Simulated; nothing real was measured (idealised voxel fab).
Title: Process Module voxel lift off
The width of the displayed cross-section, cut, is 230 nm; its cells are square, with a size of 5 nm.
If you're reading a cross-section in this doc, picture square cells in a grid; it comes to you as bands, top ones listed first down to the bottom, and a band can be one or more rows of cells.
For a band, the entry starts with two heights in nm, that of the top and then that of the bottom, and carries on with the band's materials in order from left to right, each alongside its width in nm; the word "edge to edge" beside a single material means it fills the band edge to edge, and "empty" means empty space.
Heights from 0 (as-received wafer is one material below). Bottom band endless downward, as "z 0 and below".
Graded width ("30 to 40"): value in top row of band = first number; value in bottom row = second number; row-to-row change constant.
"remains unaltered" means the step left every cell of the cross-section as it was.
This entry, "Sealed voids", enumerates those empty regions of no fewer than 8 cells that possess no open connection to the top. Each region is reported in the form width x height at distance, the distance being taken from the left edge, with all three quantities expressed in nm.
What comes after the settings on a step's line is commentary from the simulator itself on that step.
"overlay nm" on a masked step: distance the mask lay right of its planned place, negative for left.
These are the steps we planned for the process
- 1: op RECEIVE | material Si
- 2: op CONFORMAL_DEP | material SiN | thk nm 5
- 3: op PATTERN | tone open | mask id LINES | material resist | width nm 15 | pitch nm 30 | thk nm 30 | overlay nm 0
- 4: op DIRECTIONAL_DEP | material Ru | thk nm 15
- 5: op STRIP | etch materials resist
- 6: op CONFORMAL_DEP | material SiO2 | thk nm 5
First of two wafers, processed according to plan
Here's what the wafer looked like in cross-section when it arrived - that's after step 1
  z 0 and below: Si edge to edge
  Sealed voids: none
State of the wafer after step 2, shown in cross-section
  z 5 to 0: SiN edge to edge
  Below 0, the layers are the same as they were.
State of the wafer after step 3, shown in cross-section
  z 35 to 5: resist=90 | empty=15 | resist=15 | empty=15 | resist=95
  Below 5, the layers are the same as they were.
State of the wafer after step 4, shown in cross-section
  z 50 to 35: Ru=90 | empty=15 | Ru=15 | empty=15 | Ru=95
  z 35 to 20: resist=90 | empty=15 | resist=15 | empty=15 | resist=95
  z 20 to 5: resist=90 | Ru=15 | resist=15 | Ru=15 | resist=95
  Below 5, the layers are the same as they were.
State of the wafer after step 5, shown in cross-section
  z 20 to 5: empty=90 | Ru=15 | empty=15 | Ru=15 | empty=95
  Below 5, the layers are the same as they were.
State of the wafer after step 6, shown in cross-section
  z 25 to 20: empty=85 | SiO2=25 | empty=5 | SiO2=25 | empty=90
  z 20 to 10: empty=85 | SiO2=5 | Ru=15 | SiO2=5 | empty=5 | SiO2=5 | Ru=15 | SiO2=5 | empty=90
  z 10 to 5: SiO2=90 | Ru=15 | SiO2=15 | Ru=15 | SiO2=95
  Below 5, the layers are the same as they were.
Now the other wafer: same start, same recipe, but we messed up one thing when running it. Up to and including step 2 it's the same as the first one
What the second wafer looks like in cross-section when step 3 should have wrapped up
  z 35 to 5: resist=80 | empty=15 | resist=15 | empty=15 | resist=105
  Below 5, the layers are the same as they were.
What the second wafer looks like in cross-section when step 4 should have wrapped up
  z 50 to 35: Ru=80 | empty=15 | Ru=15 | empty=15 | Ru=105
  z 35 to 20: resist=80 | empty=15 | resist=15 | empty=15 | resist=105
  z 20 to 5: resist=80 | Ru=15 | resist=15 | Ru=15 | resist=105
  Below 5, the layers are the same as they were.
What the second wafer looks like in cross-section when step 5 should have wrapped up
  z 20 to 5: empty=80 | Ru=15 | empty=15 | Ru=15 | empty=105
  Below 5, the layers are the same as they were.
What the second wafer looks like in cross-section when step 6 should have wrapped up
  z 25 to 20: empty=75 | SiO2=25 | empty=5 | SiO2=25 | empty=100
  z 20 to 10: empty=75 | SiO2=5 | Ru=15 | SiO2=5 | empty=5 | SiO2=5 | Ru=15 | SiO2=5 | empty=100
  z 10 to 5: SiO2=80 | Ru=15 | SiO2=15 | Ru=15 | SiO2=105
  Below 5, the layers are the same as they were.
Deviation from plan: note that step 3 departed from the planned setting and was carried out as op PATTERN | tone open | mask id LINES | material resist | width nm 15 | pitch nm 30 | thk nm 30 | overlay nm -10
So at the finish, the second wafer's got exactly as many cells of each material as the first, just not in the same spots.
